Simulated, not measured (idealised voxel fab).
process module | voxel gate over fins
cross-section cut | 255 nm wide | cells 5 nm
A cross-section is a grid of square cells, given in bands from the top down. A band is one or more rows of cells.
Each band's line starts with the height of the band's top and of its bottom, in nm. Then come its materials from left to right, each with its width in nm. One material with "throughout" fills the band from edge to edge. "air" is empty space.
Height 0 is the level under which the wafer as received is all one material. The lowest band goes on downwards, as in "0 down".
A width such as "30 to 40" changes by the same amount from each row of cells to the next, from the band's top row to its bottom row.
"no change" after a step means that no cell of the cross-section changed.
closed voids: empty space of 8 cells or more with no open way to the top, each as width x height at its distance from the left edge, in nm
after a step's settings: what the simulator itself notes on the step
overlay nm, on a step with a mask: how far to the right of its planned place the mask lay; to the left if negative
plan
1 op RECEIVE | material Si
2 op CONFORMAL_DEP | material SiN | thk nm 5
3 op MASKED_ETCH | tone cover | mask id FINS | width nm 15 | pitch nm 50 | etch materials SiN | depth nm 5 | overlay nm 0
4 op MASKED_ETCH | tone cover | mask id FINS | width nm 15 | pitch nm 50 | etch materials Si | depth nm 30 | overlay nm 0
5 op FILL_DEP | material SiO2 | thk nm 10
6 op CMP | height nm 5
7 op MASKED_ETCH | tone open | mask id RAIL | width nm 15 | etch materials SiO2 | depth nm 30 | overlay nm 0
8 op CONFORMAL_DEP | material TiN | thk nm 5
9 op FILL_DEP | material Ru | thk nm 5
10 op CMP | height nm 5
11 op SELECTIVE_ETCH | etch materials W Ru TiN | depth nm 20
12 op FILL_DEP | material SiO2 | thk nm 5
13 op CMP | height nm 5
14 op SELECTIVE_ETCH | etch materials SiO2 | depth nm 15
15 op STRIP | etch materials SiN
16 op CONFORMAL_DEP | material HfO2 | thk nm 5
17 op CONFORMAL_DEP | material TiN | thk nm 5
18 op CONFORMAL_DEP | material TiAl | thk nm 5
19 op CONFORMAL_DEP | material TiN | thk nm 5
20 op FILL_DEP | material W | thk nm 10
21 op CMP | height nm 25
22 op CONFORMAL_DEP | material SiCN | thk nm 5
as received, after step 1
  0 down: Si throughout
  closed voids: none
a wafer at the end: this start, this plan, one mistake
  30 to 25: SiCN throughout
  25 to 20: W 75 | TiN 55 | W 125
  20 to 15: W 50 | TiN 30 | TiAl 45 | TiN 80 | W 50
  15 to 10: W 50 | TiN 5 | TiAl 30 | TiN 35 | TiAl 30 | TiN 5 | TiAl 45 | TiN 5 | W 50
  10 to 5: TiN 55 | TiAl 5 | TiN 30 | HfO2 25 | TiN 30 | TiAl 5 | TiN 5 | TiAl 5 | TiN 35 | TiAl 5 | TiN 55
  5 to 0: TiAl 60 | TiN 5 | HfO2 75 | TiN 5 | TiAl 15 | TiN 5 | HfO2 25 | TiN 5 | TiAl 60
  0 to -5: TiN 65 | HfO2 5 | Si 15 | HfO2 35 | Si 15 | HfO2 5 | TiN 25 | HfO2 5 | Si 15 | HfO2 5 | TiN 65
  -5 to -10: HfO2 70 | Si 15 | HfO2 35 | Si 15 | HfO2 35 | Si 15 | HfO2 70
  -10 to -15: SiO2 70 | Si 15 | SiO2 10 | HfO2 15 | SiO2 10 | Si 15 | SiO2 35 | Si 15 | SiO2 70
  -15 to -20: SiO2 70 | Si 15 | SiO2 10 | TiN 5 | Ru 5 | TiN 5 | SiO2 10 | Si 15 | SiO2 35 | Si 15 | SiO2 70
  -20 to -25: SiO2 70 | Si 15 | SiO2 10 | TiN 15 | SiO2 10 | Si 15 | SiO2 35 | Si 15 | SiO2 70
  -25 to -30: SiO2 70 | Si 15 | SiO2 35 | Si 15 | SiO2 35 | Si 15 | SiO2 70
  -30 down: Si throughout
  closed voids: none
what went wrong: step 12 ran as: op FILL_DEP | material HfO2 | thk nm 5
